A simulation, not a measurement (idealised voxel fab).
This section sets out a process module, namely voxel transistor to metal.
175 nm wide, 5 nm square cells: that's cross-section cut.
Cross-section = grid of square cells, listed top down in bands; band = one or more rows.
Band entry format. Leading values: height of top, height of bottom, nm. Remainder: materials in left-to-right order, each with its width in nm. Special words: "everywhere" on a single material, which then fills the band edge to edge; "blank", empty space.
The level at which height equals 0 is the one under which the wafer, as it arrives, is entirely one material. No lower edge exists for the bottom band, which continues downward and is notated as in "0 down".
Width "30 to 40": first value at the band's top row of cells, second value at its bottom row, equal change from row to row.
"everything unchanged" -> step changed no cross-section cell.
Each empty space that has no open way to the top and spans at least 8 cells appears under "Voids, sealed" as width x height at distance, the distance counted from the left edge, all in nm.
On each step's line, the part that comes after the settings is the simulator's own comment on the step.
overlay nm: right-of-plan distance of the mask on a masked step; negative values mean left-of-plan.

This section lists the process steps that were planned:
1. RECEIVE, material Si
2. OXIDIZE, depth nm 5
3. CONFORMAL_DEP, material SiN, thk nm 10
4. MASKED_ETCH, tone cover, mask id ACTIVE, width nm 110, etch materials SiN, depth nm 10, overlay nm 0
5. MASKED_ETCH, tone cover, mask id ACTIVE, width nm 110, etch materials SiO2, depth nm 5, overlay nm 0
6. MASKED_ETCH, tone cover, mask id ACTIVE, width nm 110, etch materials Si, depth nm 25, overlay nm 0
7. OXIDIZE, depth nm 5
8. FILL_DEP, material SiO2, thk nm 5
9. CMP, height nm 10
10. SELECTIVE_ETCH, etch materials SiO2, depth nm 5
11. STRIP, etch materials SiN
12. SELECTIVE_ETCH, etch materials SiO2, depth nm 5
13. OXIDIZE, depth nm 5
14. DIRECTIONAL_DEP, material polySi, thk nm 25
15. DIRECTIONAL_DEP, material SiCN, thk nm 15
16. MASKED_ETCH, tone cover, mask id GATE, width nm 30, etch materials SiCN, depth nm 25, overlay nm 0
17. MASKED_ETCH, tone cover, mask id GATE, width nm 30, etch materials polySi, depth nm 35, overlay nm 0
18. CONFORMAL_DEP, material SiO2, thk nm 5
19. DIRECTIONAL_ETCH, etch materials SiO2, depth nm 5
20. CONFORMAL_DEP, material SiN, thk nm 5
21. DIRECTIONAL_ETCH, etch materials SiN, depth nm 5
22. DIRECTIONAL_ETCH, etch materials SiO2, depth nm 5
23. DIRECTIONAL_ETCH, etch materials Si, depth nm 10
24. EPI, material nSi, thk nm 10
25. FILL_DEP, material SiO2, thk nm 10
26. CMP, height nm 20
27. STRIP, etch materials polySi
28. SELECTIVE_ETCH, etch materials SiO2, depth nm 5
29. CONFORMAL_DEP, material HfO2, thk nm 5
30. CONFORMAL_DEP, material TiN, thk nm 5
31. FILL_DEP, material W, thk nm 10
32. CMP, height nm 15
33. DIRECTIONAL_DEP, material SiO2, thk nm 10
34. DIRECTIONAL_DEP, material aC, thk nm 15
35. PATTERN, tone open, mask id CONTACT, material resist, width nm 15, pitch nm 75, thk nm 35, overlay nm 0
36. DIRECTIONAL_ETCH, etch materials aC, depth nm 15
37. STRIP, etch materials resist
38. DIRECTIONAL_ETCH, etch materials SiO2, depth nm 35
39. STRIP, etch materials aC
40. CONFORMAL_DEP, material TiN, thk nm 5
41. FILL_DEP, material Ru, thk nm 5
42. CMP, height nm 25
43. DIRECTIONAL_DEP, material TiN, thk nm 5
44. DIRECTIONAL_DEP, material W, thk nm 25
45. DIRECTIONAL_DEP, material aC, thk nm 10
46. PATTERN, tone cover, mask id METAL_1, material resist, width nm 15, pitch nm 75, thk nm 25, overlay nm 0
47. DIRECTIONAL_ETCH, etch materials aC, depth nm 10
48. STRIP, etch materials resist
49. DIRECTIONAL_ETCH, etch materials W, depth nm 25
50. DIRECTIONAL_ETCH, etch materials TiN, depth nm 5
51. STRIP, etch materials aC
52. CONFORMAL_DEP, material SiCN, thk nm 5
53. FILL_DEP, material lowk, thk nm 5
54. CMP, height nm 55
55. CONFORMAL_DEP, material SiCN, thk nm 5

Wafer at receipt (post step 1), cross-section:
- 0 down: Si everywhere
- Voids, sealed: none

First of two wafers: cross-section at end of module, run per plan:
- 60 to 55: SiCN everywhere
- 55 to 30: 35 of lowk | 5 of SiCN | 15 of W | 5 of SiCN | 50 of lowk | 5 of SiCN | 15 of W | 5 of SiCN | 40 of lowk
- 30 to 25: 40 of SiCN | 15 of TiN | 60 of SiCN | 15 of TiN | 45 of SiCN
- 25 to 15: 40 of SiO2 | 5 of TiN | 5 of Ru | 5 of TiN | 60 of SiO2 | 5 of TiN | 5 of Ru | 5 of TiN | 45 of SiO2
- 15 to 5: 40 of SiO2 | 5 of TiN | 5 of Ru | 5 of TiN | 5 of SiO2 | 5 of SiN | 5 of HfO2 | 5 of TiN | 20 of W | 5 of TiN | 5 of HfO2 | 5 of SiN | 5 of SiO2 | 5 of TiN | 5 of Ru | 5 of TiN | 45 of SiO2
- 5 to 0: 40 of SiO2 | 15 of TiN | 5 of SiO2 | 5 of SiN | 5 of HfO2 | 5 of TiN | 20 of W | 5 of TiN | 5 of HfO2 | 5 of SiN | 5 of SiO2 | 15 of TiN | 45 of SiO2
- 0 to -5: 30 of SiO2 | 5 of SiN | 5 of SiO2 | 10 of TiN | 10 of nSi | 5 of SiN | 5 of HfO2 | 30 of TiN | 5 of HfO2 | 5 of SiN | 10 of nSi | 10 of TiN | 5 of SiO2 | 5 of SiN | 35 of SiO2
- -5 to -10: 40 of SiO2 | 10 of TiN | 10 of nSi | 5 of SiO2 | 40 of HfO2 | 5 of SiO2 | 10 of nSi | 10 of TiN | 45 of SiO2
- -10 to -20: 35 of SiO2 | 25 of nSi | 50 of Si | 25 of nSi | 40 of SiO2
- -20 to -35: 35 of SiO2 | 100 of Si | 40 of SiO2
- -35 down: Si everywhere
- Voids, sealed: none

Here's the second of our two wafers sectioned at module end. Same start as the first, same plan, but one mistake got made running it:
- 60 to 55: SiCN everywhere
- 55 to 30: 35 of lowk | 5 of SiCN | 15 of W | 5 of SiCN | 50 of lowk | 5 of SiCN | 15 of W | 5 of SiCN | 40 of lowk
- 30 to 25: 40 of SiCN | 15 of TiN | 60 of SiCN | 15 of TiN | 45 of SiCN
- 25 to 15: 40 of SiO2 | 5 of TiN | 5 of Ru | 5 of TiN | 60 of SiO2 | 5 of TiN | 5 of Ru | 5 of TiN | 45 of SiO2
- 15 to 5: 40 of SiO2 | 5 of TiN | 5 of Ru | 5 of TiN | 5 of SiO2 | 5 of SiN | 5 of TiN | 5 of HfO2 | 20 of W | 5 of HfO2 | 5 of TiN | 5 of SiN | 5 of SiO2 | 5 of TiN | 5 of Ru | 5 of TiN | 45 of SiO2
- 5 to 0: 40 of SiO2 | 15 of TiN | 5 of SiO2 | 5 of SiN | 5 of TiN | 5 of HfO2 | 20 of W | 5 of HfO2 | 5 of TiN | 5 of SiN | 5 of SiO2 | 15 of TiN | 45 of SiO2
- 0 to -5: 30 of SiO2 | 5 of SiN | 5 of SiO2 | 10 of TiN | 10 of nSi | 5 of SiN | 5 of TiN | 30 of HfO2 | 5 of TiN | 5 of SiN | 10 of nSi | 10 of TiN | 5 of SiO2 | 5 of SiN | 35 of SiO2
- -5 to -10: 40 of SiO2 | 10 of TiN | 10 of nSi | 5 of SiO2 | 40 of TiN | 5 of SiO2 | 10 of nSi | 10 of TiN | 45 of SiO2
- -10 to -20: 35 of SiO2 | 25 of nSi | 50 of Si | 25 of nSi | 40 of SiO2
- -20 to -35: 35 of SiO2 | 100 of Si | 40 of SiO2
- -35 down: Si everywhere
- Voids, sealed: none
Deviation noted in wafer processing: plan steps 29 and 30 run swapped
Wrapping up, a cell-based count of both wafers puts the second over or under the first for these materials: HfO2: 4 fewer; TiN: 4 more
